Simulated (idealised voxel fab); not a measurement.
Process module, titled voxel self aligned contacts
Each square cell in cross-section cut measures 5 nm, and the section as a whole is 200 nm wide.
A cross-section is written here as square cells arranged in a grid, and it is given in bands from the top down, each band taking up one or more rows of cells.
In this notation a band is specified by the heights of its top and bottom, in that order and in nm, after which its materials appear from left to right, each paired with its width in nm. The word "full width" attached to a single material means that material fills the band from edge to edge; the word "blank" stands for empty space.
All heights in this document are referenced to 0, defined as the level beneath which the wafer, as received, consists entirely of one material. The lowest band is not bounded below; it extends indefinitely downward and is written in the form "from 0 down".
A width such as "30->40" changes by the same amount from each row of cells to the next, from the band's top row to its bottom row.
Basically "nothing was modified" means that step didn't change any cell in the cross-section.
Entry "Completely enclosed voids" = empty spaces >= 8 cells with no open way to the top; each as width x height at distance, distance from left edge, all nm.
after a step's settings: what the simulator itself notes on the step
overlay nm: step with mask; distance mask lay right of planned place; negative value = left of planned place.

STEPS PLANNED FOR THE PROCESS
1. RECEIVE,material Si
2. OXIDIZE,depth nm 5
3. DIRECTIONAL_DEP,material polySi,thk nm 20
4. DIRECTIONAL_DEP,material SiN,thk nm 25
5. PATTERN,tone cover,mask id GATE,material resist,width nm 30,pitch nm 70,thk nm 20,overlay nm 0
6. DIRECTIONAL_ETCH,etch materials SiN,depth nm 25
7. DIRECTIONAL_ETCH,etch materials polySi,depth nm 20
8. STRIP,etch materials resist
9. CONFORMAL_DEP,material SiN,thk nm 10
10. DIRECTIONAL_ETCH,etch materials SiN,depth nm 5
11. FILL_DEP,material SiO2,thk nm 15
12. CMP,height nm 50
13. MASKED_ETCH,tone open,mask id CONTACT,width nm 50,pitch nm 70,etch materials SiO2,depth nm 55,overlay nm 0
14. CONFORMAL_DEP,material TiN,thk nm 5
15. FILL_DEP,material W,thk nm 5
16. CMP,height nm 50
17. CONFORMAL_DEP,material SiCN,thk nm 5
The wafers in this document start out alike and differ in the depth nm applied at step 10; the plan shows the value used for the first wafer.

AFTER STEP 1, AS RECEIVED: FIRST OF SEVERAL WAFERS, CROSS-SECTION
    from 0 down  Si full width
    Completely enclosed voids: none

BELOW: A ROW PER WAFER. CONTENTS AT END OF MODULE: FOR EVERY MATERIAL, CELLS GAINED SINCE RECEIPT (+) OR LOST SINCE RECEIPT (-); THEN CLOSED VOIDS
depth nm 5; -40 Si; +40 SiCN; +238 SiN; +58 SiO2; +40 TiN; +32 W; +72 polySi; Completely enclosed voids: none
depth nm 10; -40 Si; +40 SiCN; +198 SiN; +70 SiO2; +60 TiN; +40 W; +72 polySi; Completely enclosed voids: none
depth nm 15; -40 Si; +40 SiCN; +168 SiN; +88 SiO2; +60 TiN; +52 W; +72 polySi; Completely enclosed voids: none
depth nm 20; -40 Si; +40 SiCN; +138 SiN; +106 SiO2; +60 TiN; +64 W; +72 polySi; Completely enclosed voids: none
